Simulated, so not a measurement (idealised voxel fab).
This section sets out a process module, namely voxel released beams.
Displayed cross-section: cut, width of 180 nm, square cells sized 5 nm.
Cross-sections here: square-cell grids, written as top-down lists of bands, a band being one or more rows of cells. Look at the band entry: it leads with the top's height and the bottom's height in nm. Then it lists the materials left to right, with a width in nm for each. The word "full width" on a single material says that material fills the band edge to edge. The word "empty" is empty space. Below 0: as-received wafer, all one material; heights counted from there. Lowest band: no bottom, goes on down, written "0 and below". Note: "30 to 40" means the width goes from the first number (top row of the band) to the second number (bottom row) in equal steps per row of cells. "identical to before" for a step: no cell of the cross-section changed in that step. Empty spaces counting at least 8 cells and having no open way to the top are listed in "Closed void listing". The notation width x height at distance is used for each, the distance being from the left edge and all three values in nm. Formally, on a step line, whatever follows the settings is a remark that the simulator itself makes on the step. overlay nm: mask offset rightward from planned place, masked step; negative means leftward offset.

PLANNED PROCESS STEPS
1) op RECEIVE | material Si
2) op CONFORMAL_DEP | material Al2O3 | thk nm 10
3) op DIRECTIONAL_DEP | material SiO2 | thk nm 10
4) op PATTERN | tone open | mask id ANCHOR | material resist | width nm 30 | thk nm 15 | overlay nm 0
5) op DIRECTIONAL_ETCH | etch materials SiO2 | depth nm 10
6) op STRIP | etch materials resist
7) op CONFORMAL_DEP | material SiN | thk nm 10
8) op PATTERN | tone cover | mask id BEAM | material resist | width nm 100 | thk nm 20 | overlay nm 0
9) op DIRECTIONAL_ETCH | etch materials SiN | depth nm 10
10) op STRIP | etch materials resist
11) op STRIP | etch materials SiO2

AS-RECEIVED WAFER CROSS-SECTION (AFTER STEP 1)
* 0 and below | Si full width
* Closed void listing: none

SAME STARTING WAFER, SAME PLAN AS ABOVE, ONE MISTAKE IN THE EXECUTION; THIS IS THE CROSS-SECTION AT THE END OF THE MODULE
* 30 down to 20 | empty 35, then SiN 25, then empty 10, then SiN 65, then empty 45
* 20 down to 10 | empty 50, then SiN 30, then empty 100
* 10 down to 0 | Al2O3 full width
* 0 and below | Si full width
* Closed void listing: none
Against the plan, the run slipped here: step 4 was run on a setting that differed from the plan, and what really ran there is op PATTERN | tone open | mask id ANCHOR | material resist | width nm 30 | thk nm 15 | overlay nm 10
